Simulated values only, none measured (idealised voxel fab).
process module | voxel wiring stack
The cross-section on display is named cut; it measures 270 nm wide, and its cells are 5 nm squares.
When this document writes out a cross-section, it uses a grid of square cells and lists it as bands, beginning at the top and moving down, with a band standing for one or more rows of cells. Within each band entry, the heights of the top and of the bottom of the band appear first, in that order and in nm; the materials of the band then follow from left to right, each with its corresponding width in nm. The designation "everywhere" on a single material indicates that it fills the band from edge to edge; the designation "blank" indicates empty space. All heights in this document are referenced to 0, defined as the level beneath which the wafer, as received, consists entirely of one material. The lowest band is not bounded below; it extends indefinitely downward and is written in the form "from 0 down". A width given as "30..40" starts at the first number in the band's top row and ends at the second number in its bottom row, shifting by an equal amount at every step from row to row. No cell of the cross-section changed in a step that is given as "remains unaltered". So "Non-vented voids" is basically the list of trapped voids: any empty space of 8 cells or more that can't reach the top through an opening. They're written width x height at distance, the distance being from the left edge, and it's all nm. Post-settings text on a step line: simulator's own remark regarding the step. overlay nm: where the mask lay relative to plan, measured to the right, on steps with a mask; negatives go left.

[plan]
1. RECEIVE with material Si
2. CONFORMAL_DEP with material SiO2, thk nm 15
3. CONFORMAL_DEP with material SiCN, thk nm 5
4. DIRECTIONAL_DEP with material SiO2, thk nm 20
5. PATTERN with tone open, mask id METAL_1, material resist, width nm 25, pitch nm 45, thk nm 20, overlay nm 0
6. DIRECTIONAL_ETCH with etch materials SiO2, depth nm 20
7. DIRECTIONAL_ETCH with etch materials SiCN, depth nm 5
8. STRIP with etch materials resist
9. CONFORMAL_DEP with material TiN, thk nm 5
10. FILL_DEP with material Ru, thk nm 5
11. CMP with height nm 40
12. CONFORMAL_DEP with material SiCN, thk nm 5
13. DIRECTIONAL_DEP with material SiO2, thk nm 10
14. PATTERN with tone open, mask id PLUG_1, material resist, width nm 15, pitch nm 45, thk nm 20, overlay nm 0
15. DIRECTIONAL_ETCH with etch materials SiO2, depth nm 10
16. DIRECTIONAL_ETCH with etch materials SiCN, depth nm 5
17. STRIP with etch materials resist
18. EPI with material Ru, thk nm 10
19. EPI with material Ru, thk nm 5
20. CONFORMAL_DEP with material SiN, thk nm 5
21. DIRECTIONAL_DEP with material lowk, thk nm 20
22. PATTERN with tone open, mask id METAL_2, material resist, width nm 25, pitch nm 45, thk nm 20, overlay nm 0
23. DIRECTIONAL_ETCH with etch materials lowk, depth nm 20
24. DIRECTIONAL_ETCH with etch materials SiN, depth nm 5
25. STRIP with etch materials resist
26. CONFORMAL_DEP with material TiN, thk nm 5
27. FILL_DEP with material Cu, thk nm 5
28. CMP with height nm 80
29. CONFORMAL_DEP with material SiCN, thk nm 5
30. DIRECTIONAL_DEP with material lowk, thk nm 30
31. MASKED_ETCH with tone open, mask id METAL_3_HOLES, width nm 15, pitch nm 90, etch materials lowk, depth nm 30, overlay nm 0
32. DIRECTIONAL_DEP with material aC, thk nm 10
33. PATTERN with tone open, mask id METAL_3, material resist, width nm 25, pitch nm 45, thk nm 25, overlay nm 0
34. DIRECTIONAL_ETCH with etch materials aC, depth nm 10
35. STRIP with etch materials resist
36. DIRECTIONAL_ETCH with etch materials lowk, depth nm 15
37. DIRECTIONAL_ETCH with etch materials SiCN, depth nm 5
38. STRIP with etch materials aC
39. CONFORMAL_DEP with material TiN, thk nm 5
40. FILL_DEP with material Cu, thk nm 10
41. CMP with height nm 115
42. CONFORMAL_DEP with material SiN, thk nm 5

[First of two wafers, processed according to plan]

[Shown in cross-section is the wafer as received, that is, as it stands after step 1]
    from 0 down  Si everywhere
    Non-vented voids: none

[You're looking at a cross-section of the wafer after step 2]
    from 15 to 0  SiO2 everywhere
    Below a height of 0, the structure has not been altered.

[You're looking at a cross-section of the wafer after step 3]
    from 20 to 15  SiCN everywhere
    Below a height of 15, the structure has not been altered.

[You're looking at a cross-section of the wafer after step 4]
    from 40 to 20  SiO2 everywhere
    Below a height of 20, the structure has not been altered.

[You're looking at a cross-section of the wafer after step 5]
    from 60 to 40  resist 55 | blank 25 | resist 20 | blank 25 | resist 20 | blank 25 | resist 20 | blank 25 | resist 55
    Below a height of 40, the structure has not been altered.

[You're looking at a cross-section of the wafer after step 6]
    from 60 to 40  resist 55 | blank 25 | resist 20 | blank 25 | resist 20 | blank 25 | resist 20 | blank 25 | resist 55
    from 40 to 20  SiO2 55 | blank 25 | SiO2 20 | blank 25 | SiO2 20 | blank 25 | SiO2 20 | blank 25 | SiO2 55
    Below a height of 20, the structure has not been altered.

[You're looking at a cross-section of the wafer after step 7]
    from 60 to 40  resist 55 | blank 25 | resist 20 | blank 25 | resist 20 | blank 25 | resist 20 | blank 25 | resist 55
    from 40 to 20  SiO2 55 | blank 25 | SiO2 20 | blank 25 | SiO2 20 | blank 25 | SiO2 20 | blank 25 | SiO2 55
    from 20 to 15  SiCN 55 | blank 25 | SiCN 20 | blank 25 | SiCN 20 | blank 25 | SiCN 20 | blank 25 | SiCN 55
    Below a height of 15, the structure has not been altered.

[You're looking at a cross-section of the wafer after step 8]
    from 40 to 20  SiO2 55 | blank 25 | SiO2 20 | blank 25 | SiO2 20 | blank 25 | SiO2 20 | blank 25 | SiO2 55
    Below a height of 20, the structure has not been altered.

[You're looking at a cross-section of the wafer after step 9]
    from 45 to 40  TiN 60 | blank 15 | TiN 30 | blank 15 | TiN 30 | blank 15 | TiN 30 | blank 15 | TiN 60
    from 40 to 20  SiO2 55 | TiN 5 | blank 15 | TiN 5 | SiO2 20 | TiN 5 | blank 15 | TiN 5 | SiO2 20 | TiN 5 | blank 15 | TiN 5 | SiO2 20 | TiN 5 | blank 15 | TiN 5 | SiO2 55
    from 20 to 15  SiCN 55 | TiN 25 | SiCN 20 | TiN 25 | SiCN 20 | TiN 25 | SiCN 20 | TiN 25 | SiCN 55
    Below a height of 15, the structure has not been altered.

[You're looking at a cross-section of the wafer after step 10]
    from 50 to 45  Ru everywhere
    from 45 to 40  TiN 60 | Ru 15 | TiN 30 | Ru 15 | TiN 30 | Ru 15 | TiN 30 | Ru 15 | TiN 60
    from 40 to 20  SiO2 55 | TiN 5 | Ru 15 | TiN 5 | SiO2 20 | TiN 5 | Ru 15 | TiN 5 | SiO2 20 | TiN 5 | Ru 15 | TiN 5 | SiO2 20 | TiN 5 | Ru 15 | TiN 5 | SiO2 55
    Below a height of 20, the structure has not been altered.

[You're looking at a cross-section of the wafer after step 11]
    from 40 to 20  SiO2 55 | TiN 5 | Ru 15 | TiN 5 | SiO2 20 | TiN 5 | Ru 15 | TiN 5 | SiO2 20 | TiN 5 | Ru 15 | TiN 5 | SiO2 20 | TiN 5 | Ru 15 | TiN 5 | SiO2 55
    Below a height of 20, the structure has not been altered.

[You're looking at a cross-section of the wafer after step 12]
    from 45 to 40  SiCN everywhere
    Below a height of 40, the structure has not been altered.

[You're looking at a cross-section of the wafer after step 13]
    from 55 to 45  SiO2 everywhere
    Below a height of 45, the structure has not been altered.

[You're looking at a cross-section of the wafer after step 14]
    from 75 to 55  resist 55 | blank 15 | resist 30 | blank 15 | resist 30 | blank 15 | resist 30 | blank 15 | resist 65
    Below a height of 55, the structure has not been altered.

[You're looking at a cross-section of the wafer after step 15]
    from 75 to 55  resist 55 | blank 15 | resist 30 | blank 15 | resist 30 | blank 15 | resist 30 | blank 15 | resist 65
    from 55 to 45  SiO2 55 | blank 15 | SiO2 30 | blank 15 | SiO2 30 | blank 15 | SiO2 30 | blank 15 | SiO2 65
    Below a height of 45, the structure has not been altered.

[You're looking at a cross-section of the wafer after step 16]
    from 75 to 55  resist 55 | blank 15 | resist 30 | blank 15 | resist 30 | blank 15 | resist 30 | blank 15 | resist 65
    from 55 to 45  SiO2 55 | blank 15 | SiO2 30 | blank 15 | SiO2 30 | blank 15 | SiO2 30 | blank 15 | SiO2 65
    from 45 to 40  SiCN 55 | blank 15 | SiCN 30 | blank 15 | SiCN 30 | blank 15 | SiCN 30 | blank 15 | SiCN 65
    Below a height of 40, the structure has not been altered.

[You're looking at a cross-section of the wafer after step 17]
    from 55 to 45  SiO2 55 | blank 15 | SiO2 30 | blank 15 | SiO2 30 | blank 15 | SiO2 30 | blank 15 | SiO2 65
    Below a height of 45, the structure has not been altered.

[You're looking at a cross-section of the wafer after step 18]
    from 55 to 50  SiO2 55 | blank 15 | SiO2 30 | blank 15 | SiO2 30 | blank 15 | SiO2 30 | blank 15 | SiO2 65
    from 50 to 45  SiO2 55 | Ru 15 | SiO2 30 | Ru 15 | SiO2 30 | Ru 15 | SiO2 30 | Ru 15 | SiO2 65
    from 45 to 40  SiCN 55 | Ru 15 | SiCN 30 | Ru 15 | SiCN 30 | Ru 15 | SiCN 30 | Ru 15 | SiCN 65
    Below a height of 40, the structure has not been altered.

[You're looking at a cross-section of the wafer after step 19]
    from 55 to 45  SiO2 55 | Ru 15 | SiO2 30 | Ru 15 | SiO2 30 | Ru 15 | SiO2 30 | Ru 15 | SiO2 65
    Below a height of 45, the structure has not been altered.

[You're looking at a cross-section of the wafer after step 20]
    from 60 to 55  SiN everywhere
    Below a height of 55, the structure has not been altered.

[You're looking at a cross-section of the wafer after step 21]
    from 80 to 60  lowk everywhere
    Below a height of 60, the structure has not been altered.

[You're looking at a cross-section of the wafer after step 22]
    from 100 to 80  resist 55 | blank 25 | resist 20 | blank 25 | resist 20 | blank 25 | resist 20 | blank 25 | resist 55
    Below a height of 80, the structure has not been altered.

[You're looking at a cross-section of the wafer after step 23]
    from 100 to 80  resist 55 | blank 25 | resist 20 | blank 25 | resist 20 | blank 25 | resist 20 | blank 25 | resist 55
    from 80 to 60  lowk 55 | blank 25 | lowk 20 | blank 25 | lowk 20 | blank 25 | lowk 20 | blank 25 | lowk 55
    Below a height of 60, the structure has not been altered.

[You're looking at a cross-section of the wafer after step 24]
    from 100 to 80  resist 55 | blank 25 | resist 20 | blank 25 | resist 20 | blank 25 | resist 20 | blank 25 | resist 55
    from 80 to 60  lowk 55 | blank 25 | lowk 20 | blank 25 | lowk 20 | blank 25 | lowk 20 | blank 25 | lowk 55
    from 60 to 55  SiN 55 | blank 25 | SiN 20 | blank 25 | SiN 20 | blank 25 | SiN 20 | blank 25 | SiN 55
    Below a height of 55, the structure has not been altered.

[You're looking at a cross-section of the wafer after step 25]
    from 80 to 60  lowk 55 | blank 25 | lowk 20 | blank 25 | lowk 20 | blank 25 | lowk 20 | blank 25 | lowk 55
    Below a height of 60, the structure has not been altered.

[You're looking at a cross-section of the wafer after step 26]
    from 85 to 80  TiN 60 | blank 15 | TiN 30 | blank 15 | TiN 30 | blank 15 | TiN 30 | blank 15 | TiN 60
    from 80 to 60  lowk 55 | TiN 5 | blank 15 | TiN 5 | lowk 20 | TiN 5 | blank 15 | TiN 5 | lowk 20 | TiN 5 | blank 15 | TiN 5 | lowk 20 | TiN 5 | blank 15 | TiN 5 | lowk 55
    from 60 to 55  SiN 55 | TiN 25 | SiN 20 | TiN 25 | SiN 20 | TiN 25 | SiN 20 | TiN 25 | SiN 55
    Below a height of 55, the structure has not been altered.

[You're looking at a cross-section of the wafer after step 27]
    from 90 to 85  Cu everywhere
    from 85 to 80  TiN 60 | Cu 15 | TiN 30 | Cu 15 | TiN 30 | Cu 15 | TiN 30 | Cu 15 | TiN 60
    from 80 to 60  lowk 55 | TiN 5 | Cu 15 | TiN 5 | lowk 20 | TiN 5 | Cu 15 | TiN 5 | lowk 20 | TiN 5 | Cu 15 | TiN 5 | lowk 20 | TiN 5 | Cu 15 | TiN 5 | lowk 55
    Below a height of 60, the structure has not been altered.

[You're looking at a cross-section of the wafer after step 28]
    from 80 to 60  lowk 55 | TiN 5 | Cu 15 | TiN 5 | lowk 20 | TiN 5 | Cu 15 | TiN 5 | lowk 20 | TiN 5 | Cu 15 | TiN 5 | lowk 20 | TiN 5 | Cu 15 | TiN 5 | lowk 55
    Below a height of 60, the structure has not been altered.

[You're looking at a cross-section of the wafer after step 29]
    from 85 to 80  SiCN everywhere
    Below a height of 80, the structure has not been altered.

[You're looking at a cross-section of the wafer after step 30]
    from 115 to 85  lowk everywhere
    Below a height of 85, the structure has not been altered.

[You're looking at a cross-section of the wafer after step 31]
    from 115 to 85  lowk 55 | blank 15 | lowk 75 | blank 15 | lowk 110
    Below a height of 85, the structure has not been altered.

[You're looking at a cross-section of the wafer after step 32]
    from 125 to 115  aC 55 | blank 15 | aC 75 | blank 15 | aC 110
    from 115 to 95  lowk 55 | blank 15 | lowk 75 | blank 15 | lowk 110
    from 95 to 85  lowk 55 | aC 15 | lowk 75 | aC 15 | lowk 110
    Below a height of 85, the structure has not been altered.

[You're looking at a cross-section of the wafer after step 33]
    from 150 to 125  resist 55 | blank 25 | resist 20 | blank 25 | resist 20 | blank 25 | resist 20 | blank 25 | resist 55
    Below a height of 125, the structure has not been altered.

[You're looking at a cross-section of the wafer after step 34]
    from 140 to 125  resist 55 | blank 25 | resist 20 | blank 25 | resist 20 | blank 25 | resist 20 | blank 25 | resist 55
    from 125 to 115  aC 55 | blank 25 | aC 20 | blank 25 | aC 20 | blank 25 | aC 20 | blank 25 | aC 55
    from 115 to 85  lowk 55 | blank 15 | lowk 75 | blank 15 | lowk 110
    Below a height of 85, the structure has not been altered.

[You're looking at a cross-section of the wafer after step 35]
    from 125 to 115  aC 55 | blank 25 | aC 20 | blank 25 | aC 20 | blank 25 | aC 20 | blank 25 | aC 55
    Below a height of 115, the structure has not been altered.

[You're looking at a cross-section of the wafer after step 36]
    from 125 to 115  aC 55 | blank 25 | aC 20 | blank 25 | aC 20 | blank 25 | aC 20 | blank 25 | aC 55
    from 115 to 100  lowk 55 | blank 25 | lowk 20 | blank 25 | lowk 20 | blank 25 | lowk 20 | blank 25 | lowk 55
    Below a height of 100, the structure has not been altered.

[You're looking at a cross-section of the wafer after step 37]
    from 125 to 115  aC 55 | blank 25 | aC 20 | blank 25 | aC 20 | blank 25 | aC 20 | blank 25 | aC 55
    from 115 to 100  lowk 55 | blank 25 | lowk 20 | blank 25 | lowk 20 | blank 25 | lowk 20 | blank 25 | lowk 55
    from 100 to 85  lowk 55 | blank 15 | lowk 75 | blank 15 | lowk 110
    from 85 to 80  SiCN 55 | blank 15 | SiCN 75 | blank 15 | SiCN 110
    Below a height of 80, the structure has not been altered.

[You're looking at a cross-section of the wafer after step 38]
    from 115 to 100  lowk 55 | blank 25 | lowk 20 | blank 25 | lowk 20 | blank 25 | lowk 20 | blank 25 | lowk 55
    Below a height of 100, the structure has not been altered.

[You're looking at a cross-section of the wafer after step 39]
    from 120 to 115  TiN 60 | blank 15 | TiN 30 | blank 15 | TiN 30 | blank 15 | TiN 30 | blank 15 | TiN 60
    from 115 to 105  lowk 55 | TiN 5 | blank 15 | TiN 5 | lowk 20 | TiN 5 | blank 15 | TiN 5 | lowk 20 | TiN 5 | blank 15 | TiN 5 | lowk 20 | TiN 5 | blank 15 | TiN 5 | lowk 55
    from 105 to 100  lowk 55 | TiN 5 | blank 5 | TiN 15 | lowk 20 | TiN 25 | lowk 20 | TiN 5 | blank 5 | TiN 15 | lowk 20 | TiN 25 | lowk 55
    from 100 to 85  lowk 55 | TiN 5 | blank 5 | TiN 5 | lowk 75 | TiN 5 | blank 5 | TiN 5 | lowk 110
    from 85 to 80  SiCN 55 | TiN 15 | SiCN 75 | TiN 15 | SiCN 110
    Below a height of 80, the structure has not been altered.

[You're looking at a cross-section of the wafer after step 40]
    from 130 to 120  Cu everywhere
    from 120 to 115  TiN 60 | Cu 15 | TiN 30 | Cu 15 | TiN 30 | Cu 15 | TiN 30 | Cu 15 | TiN 60
    from 115 to 105  lowk 55 | TiN 5 | Cu 15 | TiN 5 | lowk 20 | TiN 5 | Cu 15 | TiN 5 | lowk 20 | TiN 5 | Cu 15 | TiN 5 | lowk 20 | TiN 5 | Cu 15 | TiN 5 | lowk 55
    from 105 to 100  lowk 55 | TiN 5 | Cu 5 | TiN 15 | lowk 20 | TiN 25 | lowk 20 | TiN 5 | Cu 5 | TiN 15 | lowk 20 | TiN 25 | lowk 55
    from 100 to 85  lowk 55 | TiN 5 | Cu 5 | TiN 5 | lowk 75 | TiN 5 | Cu 5 | TiN 5 | lowk 110
    Below a height of 85, the structure has not been altered.

[You're looking at a cross-section of the wafer after step 41]
    from 115 to 105  lowk 55 | TiN 5 | Cu 15 | TiN 5 | lowk 20 | TiN 5 | Cu 15 | TiN 5 | lowk 20 | TiN 5 | Cu 15 | TiN 5 | lowk 20 | TiN 5 | Cu 15 | TiN 5 | lowk 55
    Below a height of 105, the structure has not been altered.

[You're looking at a cross-section of the wafer after step 42]
    from 120 to 115  SiN everywhere
    Below a height of 115, the structure has not been altered.

[The remaining wafer, second of the two, started like the first and was run to the same plan, except that one mistake was made along the way; the two coincide through step 21, inclusive]

[Second wafer, section view, time point: scheduled end of step 22]
    from 100 to 80  resist 60 | blank 20 | resist 25 | blank 20 | resist 25 | blank 20 | resist 25 | blank 20 | resist 55
    Below a height of 80, the structure has not been altered.

[Second wafer, section view, time point: scheduled end of step 23]
    from 100 to 80  resist 60 | blank 20 | resist 25 | blank 20 | resist 25 | blank 20 | resist 25 | blank 20 | resist 55
    from 80 to 60  lowk 60 | blank 20 | lowk 25 | blank 20 | lowk 25 | blank 20 | lowk 25 | blank 20 | lowk 55
    Below a height of 60, the structure has not been altered.

[Second wafer, section view, time point: scheduled end of step 24]
    from 100 to 80  resist 60 | blank 20 | resist 25 | blank 20 | resist 25 | blank 20 | resist 25 | blank 20 | resist 55
    from 80 to 60  lowk 60 | blank 20 | lowk 25 | blank 20 | lowk 25 | blank 20 | lowk 25 | blank 20 | lowk 55
    from 60 to 55  SiN 60 | blank 20 | SiN 25 | blank 20 | SiN 25 | blank 20 | SiN 25 | blank 20 | SiN 55
    Below a height of 55, the structure has not been altered.

[Second wafer, section view, time point: scheduled end of step 25]
    from 80 to 60  lowk 60 | blank 20 | lowk 25 | blank 20 | lowk 25 | blank 20 | lowk 25 | blank 20 | lowk 55
    Below a height of 60, the structure has not been altered.

[Second wafer, section view, time point: scheduled end of step 26]
    from 85 to 80  TiN 65 | blank 10 | TiN 35 | blank 10 | TiN 35 | blank 10 | TiN 35 | blank 10 | TiN 60
    from 80 to 60  lowk 60 | TiN 5 | blank 10 | TiN 5 | lowk 25 | TiN 5 | blank 10 | TiN 5 | lowk 25 | TiN 5 | blank 10 | TiN 5 | lowk 25 | TiN 5 | blank 10 | TiN 5 | lowk 55
    from 60 to 55  SiN 60 | TiN 20 | SiN 25 | TiN 20 | SiN 25 | TiN 20 | SiN 25 | TiN 20 | SiN 55
    Below a height of 55, the structure has not been altered.

[Second wafer, section view, time point: scheduled end of step 27]
    from 90 to 85  Cu everywhere
    from 85 to 80  TiN 65 | Cu 10 | TiN 35 | Cu 10 | TiN 35 | Cu 10 | TiN 35 | Cu 10 | TiN 60
    from 80 to 60  lowk 60 | TiN 5 | Cu 10 | TiN 5 | lowk 25 | TiN 5 | Cu 10 | TiN 5 | lowk 25 | TiN 5 | Cu 10 | TiN 5 | lowk 25 | TiN 5 | Cu 10 | TiN 5 | lowk 55
    Below a height of 60, the structure has not been altered.

[Second wafer, section view, time point: scheduled end of step 28]
    from 80 to 60  lowk 60 | TiN 5 | Cu 10 | TiN 5 | lowk 25 | TiN 5 | Cu 10 | TiN 5 | lowk 25 | TiN 5 | Cu 10 | TiN 5 | lowk 25 | TiN 5 | Cu 10 | TiN 5 | lowk 55
    Below a height of 60, the structure has not been altered.

[Second wafer, section view, time point: scheduled end of step 29]
    from 85 to 80  SiCN everywhere
    Below a height of 80, the structure has not been altered.

[Second wafer, section view, time point: scheduled end of step 30]
    from 115 to 85  lowk everywhere
    Below a height of 85, the structure has not been altered.

[Second wafer, section view, time point: scheduled end of step 31]
    from 115 to 85  lowk 55 | blank 15 | lowk 75 | blank 15 | lowk 110
    Below a height of 85, the structure has not been altered.

[Second wafer, section view, time point: scheduled end of step 32]
    from 125 to 115  aC 55 | blank 15 | aC 75 | blank 15 | aC 110
    from 115 to 95  lowk 55 | blank 15 | lowk 75 | blank 15 | lowk 110
    from 95 to 85  lowk 55 | aC 15 | lowk 75 | aC 15 | lowk 110
    Below a height of 85, the structure has not been altered.

[Second wafer, section view, time point: scheduled end of step 33]
    from 150 to 125  resist 55 | blank 25 | resist 20 | blank 25 | resist 20 | blank 25 | resist 20 | blank 25 | resist 55
    Below a height of 125, the structure has not been altered.

[Second wafer, section view, time point: scheduled end of step 34]
    from 140 to 125  resist 55 | blank 25 | resist 20 | blank 25 | resist 20 | blank 25 | resist 20 | blank 25 | resist 55
    from 125 to 115  aC 55 | blank 25 | aC 20 | blank 25 | aC 20 | blank 25 | aC 20 | blank 25 | aC 55
    from 115 to 85  lowk 55 | blank 15 | lowk 75 | blank 15 | lowk 110
    Below a height of 85, the structure has not been altered.

[Second wafer, section view, time point: scheduled end of step 35]
    from 125 to 115  aC 55 | blank 25 | aC 20 | blank 25 | aC 20 | blank 25 | aC 20 | blank 25 | aC 55
    Below a height of 115, the structure has not been altered.

[Second wafer, section view, time point: scheduled end of step 36]
    from 125 to 115  aC 55 | blank 25 | aC 20 | blank 25 | aC 20 | blank 25 | aC 20 | blank 25 | aC 55
    from 115 to 100  lowk 55 | blank 25 | lowk 20 | blank 25 | lowk 20 | blank 25 | lowk 20 | blank 25 | lowk 55
    Below a height of 100, the structure has not been altered.

[Second wafer, section view, time point: scheduled end of step 37]
    from 125 to 115  aC 55 | blank 25 | aC 20 | blank 25 | aC 20 | blank 25 | aC 20 | blank 25 | aC 55
    from 115 to 100  lowk 55 | blank 25 | lowk 20 | blank 25 | lowk 20 | blank 25 | lowk 20 | blank 25 | lowk 55
    from 100 to 85  lowk 55 | blank 15 | lowk 75 | blank 15 | lowk 110
    from 85 to 80  SiCN 55 | blank 15 | SiCN 75 | blank 15 | SiCN 110
    Below a height of 80, the structure has not been altered.

[Second wafer, section view, time point: scheduled end of step 38]
    from 115 to 100  lowk 55 | blank 25 | lowk 20 | blank 25 | lowk 20 | blank 25 | lowk 20 | blank 25 | lowk 55
    Below a height of 100, the structure has not been altered.

[Second wafer, section view, time point: scheduled end of step 39]
    from 120 to 115  TiN 60 | blank 15 | TiN 30 | blank 15 | TiN 30 | blank 15 | TiN 30 | blank 15 | TiN 60
    from 115 to 105  lowk 55 | TiN 5 | blank 15 | TiN 5 | lowk 20 | TiN 5 | blank 15 | TiN 5 | lowk 20 | TiN 5 | blank 15 | TiN 5 | lowk 20 | TiN 5 | blank 15 | TiN 5 | lowk 55
    from 105 to 100  lowk 55 | TiN 5 | blank 5 | TiN 15 | lowk 20 | TiN 25 | lowk 20 | TiN 5 | blank 5 | TiN 15 | lowk 20 | TiN 25 | lowk 55
    from 100 to 85  lowk 55 | TiN 5 | blank 5 | TiN 5 | lowk 75 | TiN 5 | blank 5 | TiN 5 | lowk 110
    from 85 to 80  SiCN 55 | TiN 15 | SiCN 75 | TiN 15 | SiCN 110
    Below a height of 80, the structure has not been altered.

[Second wafer, section view, time point: scheduled end of step 40]
    from 130 to 120  Cu everywhere
    from 120 to 115  TiN 60 | Cu 15 | TiN 30 | Cu 15 | TiN 30 | Cu 15 | TiN 30 | Cu 15 | TiN 60
    from 115 to 105  lowk 55 | TiN 5 | Cu 15 | TiN 5 | lowk 20 | TiN 5 | Cu 15 | TiN 5 | lowk 20 | TiN 5 | Cu 15 | TiN 5 | lowk 20 | TiN 5 | Cu 15 | TiN 5 | lowk 55
    from 105 to 100  lowk 55 | TiN 5 | Cu 5 | TiN 15 | lowk 20 | TiN 25 | lowk 20 | TiN 5 | Cu 5 | TiN 15 | lowk 20 | TiN 25 | lowk 55
    from 100 to 85  lowk 55 | TiN 5 | Cu 5 | TiN 5 | lowk 75 | TiN 5 | Cu 5 | TiN 5 | lowk 110
    Below a height of 85, the structure has not been altered.

[Second wafer, section view, time point: scheduled end of step 41]
    from 115 to 105  lowk 55 | TiN 5 | Cu 15 | TiN 5 | lowk 20 | TiN 5 | Cu 15 | TiN 5 | lowk 20 | TiN 5 | Cu 15 | TiN 5 | lowk 20 | TiN 5 | Cu 15 | TiN 5 | lowk 55
    Below a height of 105, the structure has not been altered.

[Second wafer, section view, time point: scheduled end of step 42]
    from 120 to 115  SiN everywhere
    Below a height of 115, the structure has not been altered.
In executing the process, a mistake was made relative to the plan: planned and actual differ for step 22; actual: PATTERN with tone open, mask id METAL_2, material resist, width nm 20, pitch nm 45, thk nm 20, overlay nm 0
In the final state, the cell counts of the second wafer exceed or fall short of those of the first for the following materials: Cu -16; SiN +4; TiN -4; lowk +16
